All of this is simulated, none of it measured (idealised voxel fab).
process module | voxel released beams
cross-section cut | 205 nm wide | cells 5 nm
A cross-section is a grid of square cells, given in bands from the top down. A band is one or more rows of cells.
Each band's line starts with the height of the band's top and of its bottom, in nm. Then come its materials from left to right, each with its width in nm. One material with "throughout" fills the band from edge to edge. "air" is empty space.
Height 0 is the level under which the wafer as received is all one material. The lowest band goes on downwards, as in "0 down".
A width such as "30 to 40" changes by the same amount from each row of cells to the next, from the band's top row to its bottom row.
"no change" after a step means that no cell of the cross-section changed.
closed voids: empty space of 8 cells or more with no open way to the top, each as width x height at its distance from the left edge, in nm
after a step's settings: what the simulator itself notes on the step
overlay nm, on a step with a mask: how far to the right of its planned place the mask lay; to the left if negative
plan
1 op RECEIVE | material Si
2 op CONFORMAL_DEP | material Al2O3 | thk nm 10
3 op DIRECTIONAL_DEP | material SiO2 | thk nm 15
4 op PATTERN | tone open | mask id ANCHOR | material resist | width nm 35 | thk nm 20 | overlay nm 0
5 op DIRECTIONAL_ETCH | etch materials SiO2 | depth nm 15
6 op STRIP | etch materials resist
7 op CONFORMAL_DEP | material polySi | thk nm 10
8 op DIRECTIONAL_DEP | material aC | thk nm 10
9 op PATTERN | tone cover | mask id BEAM | material resist | width nm 100 | thk nm 30 | overlay nm 0
10 op DIRECTIONAL_ETCH | etch materials aC | depth nm 10
11 op STRIP | etch materials resist
12 op DIRECTIONAL_ETCH | etch materials polySi | depth nm 10
13 op STRIP | etch materials aC
14 op STRIP | etch materials SiO2
as received, after step 1
  0 down: Si throughout
  closed voids: none
first wafer at the end, as planned
  35 to 25: air 50 | polySi 15 | air 15 | polySi 70 | air 55
  25 to 20: air 55 | polySi 10 | air 15 | polySi 10 | air 115
  20 to 10: air 55 | polySi 35 | air 115
  10 to 0: Al2O3 throughout
  0 down: Si throughout
  closed voids: none
second wafer at the end: like start, like plan, one mistake
  35 to 25: air 50 | polySi 15 | air 15 | polySi 70 | air 55
  25 to 20: air 55 | polySi 10 | air 15 | polySi 10 | air 115
  20 to 10: air 55 | polySi 35 | air 115
  10 to 0: polySi throughout
  0 down: Si throughout
  closed voids: none
what went wrong: step 2 ran as: op CONFORMAL_DEP | material polySi | thk nm 10
at the end the second wafer has, in cells: 82 fewer of Al2O3 | 82 more of polySi
